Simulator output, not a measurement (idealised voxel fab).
The following process module bears the name voxel self aligned contacts.
The figure presents cross-section cut, which has a width of 270 nm and is divided into square cells with an edge length of 5 nm.
Cross-section layout: square cells on a grid; listed as bands, top to bottom; a band spans one or more cell rows. Heights first: top, then bottom, in nm. Then materials, left to right, each with a width in nm. "everywhere" on a single material: fills the band edge to edge. "empty": empty space. Height is counted from the level 0, under which the received wafer is composed throughout of one material. The lowest of the bands is not closed at the bottom but continues downward, in the notation "0 down". Read "30->40" as a graded width: first number on top, second number at the bottom, same change between each pair of neighbouring rows. No cell of the cross-section changed in a step that is given as "nothing was modified". You'll see "Cavities, sealed" listing empty spaces that have no way open to the top, as long as they're 8 cells or more; the notation is width x height at distance, where the distance is from the left edge, and all of it is in nm. On a step's line, text after the settings is the simulator commenting on that step. When a step includes a mask, the "overlay nm" setting on its line states how far to the right of its planned place that mask lay, and negative values state how far to the left.

# The following list gives the planned process steps
- 1: RECEIVE (material Si)
- 2: OXIDIZE (depth nm 5)
- 3: DIRECTIONAL_DEP (material polySi; thk nm 30)
- 4: DIRECTIONAL_DEP (material SiN; thk nm 20)
- 5: DIRECTIONAL_DEP (material aC; thk nm 15)
- 6: PATTERN (tone cover; mask id GATE; material resist; width nm 25; pitch nm 55; thk nm 30; overlay nm 0)
- 7: DIRECTIONAL_ETCH (etch materials aC; depth nm 15)
- 8: STRIP (etch materials resist)
- 9: DIRECTIONAL_ETCH (etch materials SiN; depth nm 20)
- 10: DIRECTIONAL_ETCH (etch materials polySi; depth nm 30)
- 11: STRIP (etch materials aC)
- 12: CONFORMAL_DEP (material SiN; thk nm 5)
- 13: DIRECTIONAL_ETCH (etch materials SiN; depth nm 5)
- 14: FILL_DEP (material SiO2; thk nm 15)
- 15: CMP (height nm 60)
- 16: MASKED_ETCH (tone open; mask id CONTACT; width nm 40; etch materials SiO2; depth nm 65; overlay nm 0)
- 17: CONFORMAL_DEP (material TiN; thk nm 5)
- 18: FILL_DEP (material W; thk nm 5)
- 19: CMP (height nm 60)
- 20: CONFORMAL_DEP (material SiCN; thk nm 5)

# Cross-sectional view of the wafer in its as-received condition, corresponding to the state after step 1
0 down: Si everywhere
Cavities, sealed: none

# Starting wafer: above. Plan: above. Run: one mistake. Cross-section after the module: below
65 to 60: SiCN everywhere
60 to 50: SiO2: 115, TiN: 5->15, W: 30->10, TiN: 5->15, SiO2: 115
50 to 30: SiO2: 90, SiN: 35, TiN: 5, W: 10, TiN: 5, SiN: 35, SiO2: 90
30 to 5: SiO2: 90, SiN: 5, polySi: 25, SiN: 5, TiN: 5, W: 10, TiN: 5, SiN: 5, polySi: 25, SiN: 5, SiO2: 90
5 to 0: SiO2: 90, SiN: 5, polySi: 25, SiN: 5, TiN: 20, SiN: 5, polySi: 25, SiN: 5, SiO2: 90
0 down: Si everywhere
Cavities, sealed: none
It is concluded that the wafer was processed incorrectly with respect to the plan, in that step 2 of the plan did not run at all; it was left out
